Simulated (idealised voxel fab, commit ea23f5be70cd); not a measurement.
process module | voxel ribs on slabs
cross-section cut | 265 nm wide | cells 5 nm
A cross-section is a grid of square cells, given in bands from the top down. A band is one or more rows of cells.
Each band's line starts with the height of the band's top and of its bottom, in nm. Then come its materials from left to right, each with its width in nm. One material with "throughout" fills the band from edge to edge. "air" is empty space.
Height 0 is the level under which the wafer as received is all one material. The lowest band goes on downwards, as in "0 down".
A width such as "30 to 40" changes by the same amount from each row of cells to the next, from the band's top row to its bottom row.
"no change" after a step means that no cell of the cross-section changed.
closed voids: empty space of 8 cells or more with no open way to the top, each as width x height at its distance from the left edge, in nm
after a step's settings: what the simulator itself notes on the step
overlay nm, on a step with a mask: how far to the right of its planned place the mask lay; to the left if negative
plan
1 op RECEIVE | material Si
2 op DIRECTIONAL_DEP | material SiO2 | thk nm 20
3 op DIRECTIONAL_DEP | material polySi | thk nm 20
4 op PATTERN | tone cover | mask id RIB | material resist | width nm 30 | thk nm 15 | overlay nm 0
5 op DIRECTIONAL_ETCH | etch materials polySi | depth nm 5
6 op STRIP | etch materials resist
7 op PATTERN | tone cover | mask id SLAB | material resist | width nm 90 | thk nm 20 | overlay nm 0
8 op DIRECTIONAL_ETCH | etch materials polySi | depth nm 15
9 op STRIP | etch materials resist
10 op FILL_DEP | material SiO2 | thk nm 30
11 op CMP | height nm 60
12 op DIRECTIONAL_DEP | material TiN | thk nm 10
13 op PATTERN | tone cover | mask id HEATER | material resist | width nm 40 | thk nm 15 | overlay nm 0
14 op DIRECTIONAL_ETCH | etch materials TiN | depth nm 10
15 op STRIP | etch materials resist
16 op CONFORMAL_DEP | material SiN | thk nm 5
as received, after step 1
  0 down: Si throughout
  closed voids: none
a wafer at the end: this start, this plan, one mistake
  75 to 70: air 105 | SiN 50 | air 110
  70 to 65: air 105 | SiN 5 | TiN 40 | SiN 5 | air 110
  65 to 60: SiN 110 | TiN 40 | SiN 115
  60 to 50: SiO2 throughout
  50 to 45: SiO2 115 | polySi 30 | SiO2 120
  45 to 30: SiO2 85 | polySi 90 | SiO2 90
  30 to 0: SiO2 throughout
  0 down: Si throughout
  closed voids: none
what went wrong: step 2 ran as: op DIRECTIONAL_DEP | material SiO2 | thk nm 30
